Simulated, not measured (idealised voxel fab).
Process module in this document: voxel tone inversion
Xsec cut, 250 nm wide, square cell size 5 nm.
How to read a cross-section here: the picture is a grid of square cells, written as bands going from the top down, and any band can span one or more rows of cells.
Quick guide to a band line: top height, bottom height (nm) up front; then every material left to right with its width in nm. Only one material and it's marked "full width"? Then it fills the band edge to edge. And "blank" just means empty space.
Height datum 0, below which the as-received substrate wafer is one material. Lowest band open at the bottom, running downward: "0 and below".
Read "30->40" as a graded width: first number on top, second number at the bottom, same change between each pair of neighbouring rows.
Given "no modification" for a step, no cell of the cross-section differs between before and after that step.
Each empty space that has no open way to the top and spans at least 8 cells appears under "Closed-off voids" as width x height at distance, the distance counted from the left edge, all in nm.
If you see something after the settings on a step's line, that's the simulator's own remark about that step.
overlay nm: mask right of planned place by this much (step with mask). Neg. = left.

## Process steps foreseen in the plan
1. op RECEIVE | material Si
2. op CONFORMAL_DEP | material SiCN | thk nm 5
3. op DIRECTIONAL_DEP | material polySi | thk nm 20
4. op PATTERN | tone cover | mask id POSTS | material resist | width nm 25 | pitch nm 50 | thk nm 25 | overlay nm 0
5. op DIRECTIONAL_ETCH | etch materials polySi | depth nm 20
6. op STRIP | etch materials resist
7. op FILL_DEP | material lowk | thk nm 5
8. op CMP | height nm 25
9. op STRIP | etch materials polySi
10. op CONFORMAL_DEP | material TiN | thk nm 5
11. op FILL_DEP | material Ru | thk nm 5
12. op CMP | height nm 25
13. op CONFORMAL_DEP | material SiCN | thk nm 5

## Delivered wafer in cross-section: state after step 1
0 and below  Si full width
Closed-off voids: none

## The following cross-section depicts the wafer upon conclusion of the module. Processing commenced from the starting condition illustrated above and adhered to the plan illustrated above, save for one mistake in execution
30 down to 25  SiCN full width
25 down to 20  Ru full width
20 down to 15  TiN: 90; Ru: 15; TiN: 35; Ru: 15; TiN: 95
15 down to 10  lowk: 85; TiN: 5; Ru: 15; TiN: 5; lowk: 25; TiN: 5; Ru: 15; TiN: 5; lowk: 90
10 down to 5  lowk: 85; TiN: 25; lowk: 25; TiN: 25; lowk: 90
5 down to 0  SiCN full width
0 and below  Si full width
Closed-off voids: none
Run error: step 8 was processed under conditions differing from the plan, specifically as op CMP | height nm 15
